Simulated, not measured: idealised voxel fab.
The document below concerns the process module designated voxel air gaps.
This is section cut - it's 285 nm across, gridded in 5 nm square cells.
When this document writes out a cross-section, it uses a grid of square cells and lists it as bands, beginning at the top and moving down, with a band standing for one or more rows of cells.
It is stipulated that each band's entry specify, in nanometres, the height of the top of the band and then that of its bottom, followed by the materials of the band in left-to-right sequence, each together with its width in nanometres. A single material marked by the word "throughout" is understood to fill the band from edge to edge; the word "empty" is understood to denote empty space.
Height is counted from the level 0, under which the received wafer is composed throughout of one material. The lowest of the bands is not closed at the bottom but continues downward, in the notation "z 0 and below".
Width "30 to 40": first value at the band's top row of cells, second value at its bottom row, equal change from row to row.
Basically "remains unaltered" means that step didn't change any cell in the cross-section.
Each empty space that has no open way to the top and spans at least 8 cells appears under "Enclosed cavities" as width x height at distance, the distance counted from the left edge, all in nm.
Formally, on a step line, whatever follows the settings is a remark that the simulator itself makes on the step.
On any step carrying a mask, the "overlay nm" setting, if present on the step's line, tells how far right of its planned place the mask lay; negative values point to the left.
Steps in the process plan:
- 1: RECEIVE with material Si
- 2: CONFORMAL_DEP with material SiO2, thk nm 10
- 3: CONFORMAL_DEP with material SiN, thk nm 5
- 4: DIRECTIONAL_DEP with material lowk, thk nm 40
- 5: DIRECTIONAL_DEP with material aC, thk nm 10
- 6: PATTERN with tone open, mask id LINES, material resist, width nm 15, pitch nm 40, thk nm 25, overlay nm 0
- 7: DIRECTIONAL_ETCH with etch materials aC, depth nm 10
- 8: STRIP with etch materials resist
- 9: DIRECTIONAL_ETCH with etch materials lowk, depth nm 40
- 10: STRIP with etch materials aC
- 11: CONFORMAL_DEP with material TiN, thk nm 5
- 12: FILL_DEP with material Ru, thk nm 10
- 13: CMP with height nm 55
- 14: EPI with material Ru, thk nm 10
- 15: SELECTIVE_ETCH with etch materials lowk, depth nm 50
- 16: CONFORMAL_DEP with material SiN, thk nm 5
As-received wafer cross-section (after step 1):
> z 0 and below: Si throughout
> Enclosed cavities: none
Looking at the first of two wafers in cross-section at end of module - ran to plan:
> z 70 to 65: empty 60 nm, SiN 165 nm, empty 60 nm
> z 65 to 55: empty 60 nm, SiN 5 nm, Ru 35 nm, SiN 5 nm, Ru 35 nm, SiN 5 nm, Ru 35 nm, SiN 5 nm, Ru 35 nm, SiN 5 nm, empty 60 nm
> z 55 to 50: empty 60 nm, SiN 15 nm, TiN 5 nm, Ru 5 nm, TiN 5 nm, SiN 25 nm, TiN 5 nm, Ru 5 nm, TiN 5 nm, SiN 25 nm, TiN 5 nm, Ru 5 nm, TiN 5 nm, SiN 25 nm, TiN 5 nm, Ru 5 nm, TiN 5 nm, SiN 15 nm, empty 60 nm
> z 50 to 20: empty 70 nm, SiN 5 nm, TiN 5 nm, Ru 5 nm, TiN 5 nm, SiN 5 nm, empty 15 nm, SiN 5 nm, TiN 5 nm, Ru 5 nm, TiN 5 nm, SiN 5 nm, empty 15 nm, SiN 5 nm, TiN 5 nm, Ru 5 nm, TiN 5 nm, SiN 5 nm, empty 15 nm, SiN 5 nm, TiN 5 nm, Ru 5 nm, TiN 5 nm, SiN 5 nm, empty 70 nm
> z 20 to 15: SiN 75 nm, TiN 15 nm, SiN 25 nm, TiN 15 nm, SiN 25 nm, TiN 15 nm, SiN 25 nm, TiN 15 nm, SiN 75 nm
> z 15 to 10: SiN throughout
> z 10 to 0: SiO2 throughout
> z 0 and below: Si throughout
> Enclosed cavities: 15 x 30 at 95; 15 x 30 at 135; 15 x 30 at 175
Wafer two, end of module, cross-section. Same start, same plan as wafer one. One mistake in the run:
> z 80 to 75: SiN throughout
> z 75 to 60: Ru throughout
> z 60 to 55: TiN 80 nm, Ru 5 nm, TiN 35 nm, Ru 5 nm, TiN 35 nm, Ru 5 nm, TiN 35 nm, Ru 5 nm, TiN 80 nm
> z 55 to 20: lowk 75 nm, TiN 5 nm, Ru 5 nm, TiN 5 nm, lowk 25 nm, TiN 5 nm, Ru 5 nm, TiN 5 nm, lowk 25 nm, TiN 5 nm, Ru 5 nm, TiN 5 nm, lowk 25 nm, TiN 5 nm, Ru 5 nm, TiN 5 nm, lowk 75 nm
> z 20 to 15: lowk 75 nm, TiN 15 nm, lowk 25 nm, TiN 15 nm, lowk 25 nm, TiN 15 nm, lowk 25 nm, TiN 15 nm, lowk 75 nm
> z 15 to 10: SiN throughout
> z 10 to 0: SiO2 throughout
> z 0 and below: Si throughout
> Enclosed cavities: none
what went wrong: step 13, actual vs plan mismatch, actual run CMP with height nm 65
In the final state, the cell counts of the second wafer exceed or fall short of those of the first for the following materials: Ru +119; SiN -100; TiN +53; lowk +360
Quick summary for you: first wafer finishes at 3 closed voids, second at 0.
